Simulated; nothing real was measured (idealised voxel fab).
This section sets out a process module, namely voxel self aligned contacts.
cross-section cut | 215 nm wide | cells 5 nm
Cross-section spec: square-cell grid; bands listed top down; each band is one or more rows.
Band entry format. Leading values: height of top, height of bottom, nm. Remainder: materials in left-to-right order, each with its width in nm. Special words: "full width" on a single material, which then fills the band edge to edge; "empty", empty space.
We count height from 0. Below that, the starting wafer is all one material. The lowest band never ends at the bottom but goes on down; see "0 -> down" for how that is written.
Think of "30..40" as a width that walks from the first number to the second as you go down the band, top row to bottom row, taking equal-sized steps from row to row.
Reading "no alterations made" for a step: not a cell of the cross-section changed in it.
"Sealed void list" means: voids of 8 cells or more that are shut off from the top with no open way through. Written width x height at distance, distance from the left edge, in nm.
Where a step's line continues beyond its settings, the continuation is a remark by the simulator itself on that step.
overlay nm: on a step with a mask, how far right of its planned place the mask lay; negative means left.
## Process steps - plan
1: RECEIVE (material Si)
2: OXIDIZE (depth nm 5)
3: DIRECTIONAL_DEP (material polySi; thk nm 25)
4: DIRECTIONAL_DEP (material SiN; thk nm 20)
5: DIRECTIONAL_DEP (material aC; thk nm 10)
6: PATTERN (tone cover; mask id GATE; material resist; width nm 25; pitch nm 50; thk nm 30; overlay nm -15)
7: DIRECTIONAL_ETCH (etch materials aC; depth nm 10)
8: STRIP (etch materials resist)
9: DIRECTIONAL_ETCH (etch materials SiN; depth nm 20)
10: DIRECTIONAL_ETCH (etch materials polySi; depth nm 25)
11: STRIP (etch materials aC)
12: CONFORMAL_DEP (material SiN; thk nm 5)
13: DIRECTIONAL_ETCH (etch materials SiN; depth nm 5)
14: FILL_DEP (material SiO2; thk nm 10)
15: CMP (height nm 50)
16: MASKED_ETCH (tone open; mask id CONTACT; width nm 35; etch materials SiO2; depth nm 55; overlay nm 0)
17: CONFORMAL_DEP (material TiN; thk nm 5)
18: FILL_DEP (material Ru; thk nm 5)
19: CMP (height nm 50)
20: CONFORMAL_DEP (material SiN; thk nm 5)
The wafers are alike at the start. At step 6, their overlay nm differs. The plan lists the first wafer's value.
## The first of several wafers, as received after step 1, seen in section
* 0 -> down  Si full width
* Sealed void list: none
## Row per wafer, end-of-module: cell gain (+)/loss (-) by material since the wafer came in, then closed voids
overlay nm -15; -43 Si; +119 SiN; +320 SiO2; +27 TiN; +50 polySi; Sealed void list: none
overlay nm -10; +10 Ru; -43 Si; +119 SiN; +310 SiO2; +27 TiN; +50 polySi; Sealed void list: none
overlay nm -5; +10 Ru; -43 Si; +119 SiN; +310 SiO2; +27 TiN; +50 polySi; Sealed void list: none
overlay nm 0; +10 Ru; -43 Si; +119 SiN; +310 SiO2; +27 TiN; +50 polySi; Sealed void list: none
overlay nm 5; +10 Ru; -43 Si; +119 SiN; +310 SiO2; +27 TiN; +50 polySi; Sealed void list: none
overlay nm 10; +10 Ru; -43 Si; +119 SiN; +310 SiO2; +27 TiN; +50 polySi; Sealed void list: none
overlay nm 15; -43 Si; +119 SiN; +320 SiO2; +27 TiN; +50 polySi; Sealed void list: none
